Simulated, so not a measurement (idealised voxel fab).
This is a process module. Its name is voxel air gaps.
FYI the section here is cut, 280 nm wide, cells are 5 nm squares.
If you're reading a cross-section in this doc, picture square cells in a grid; it comes to you as bands, top ones listed first down to the bottom, and a band can be one or more rows of cells.
Each band's line starts with the height of the band's top and of its bottom, in nm. Then come its materials from left to right, each with its width in nm. One material with "all across" fills the band from edge to edge. "blank" is empty space.
Height is counted from the level 0, under which the received wafer is composed throughout of one material. The lowest of the bands is not closed at the bottom but continues downward, in the notation "0 down".
Width: "30..40" (first number = top row, second number = bottom row, same change from row to row of cells).
When a step is marked "same as before", none of the cells in the cross-section changed during that step.
Under "Non-vented voids" you'll find the enclosed gaps, the ones with no way out to the top, that are 8 cells or bigger; each reads width x height at distance, with distance counted from the left edge, everything in nm.
Note: text after step settings on the step line = simulator remark on that step.
Each step line may optionally specify "overlay nm", which for a step with a mask gives the rightward distance between the mask's planned place and where it lay, a negative value indicating the leftward direction.
-- Listed below are the process steps as planned
- 1: RECEIVE, material Si
- 2: CONFORMAL_DEP, material SiO2, thk nm 10
- 3: CONFORMAL_DEP, material SiCN, thk nm 5
- 4: DIRECTIONAL_DEP, material SiO2, thk nm 35
- 5: MASKED_ETCH, tone open, mask id LINES, width nm 25, pitch nm 50, etch materials SiO2, depth nm 35, overlay nm 0
- 6: CONFORMAL_DEP, material TiN, thk nm 5
- 7: FILL_DEP, material Cu, thk nm 10
- 8: CMP, height nm 50
- 9: EPI, material Ru, thk nm 10
- 10: SELECTIVE_ETCH, etch materials SiO2, depth nm 45
- 11: CONFORMAL_DEP, material SiCN, thk nm 5
-- Delivered wafer in cross-section: state after step 1
    0 down: Si all across
    Non-vented voids: none
-- Final wafer profile in cross-section after the module, from the same start and plan as above, with one mistake made during processing
    80 to 75: SiCN all across
    75 to 65: Ru all across
    65 to 55: Cu all across
    55 to 50: 55 TiN; 15 Cu; 35 TiN; 15 Cu; 35 TiN; 15 Cu; 35 TiN; 15 Cu; 60 TiN
    50 to 20: 50 SiO2; 5 TiN; 15 Cu; 5 TiN; 25 SiO2; 5 TiN; 15 Cu; 5 TiN; 25 SiO2; 5 TiN; 15 Cu; 5 TiN; 25 SiO2; 5 TiN; 15 Cu; 5 TiN; 55 SiO2
    20 to 15: 50 SiO2; 25 TiN; 25 SiO2; 25 TiN; 25 SiO2; 25 TiN; 25 SiO2; 25 TiN; 55 SiO2
    15 to 10: SiCN all across
    10 to 0: SiO2 all across
    0 down: Si all across
    Non-vented voids: none
Which mistake was made when the wafer was run? step 8 of the plan did not run at all; it was left out
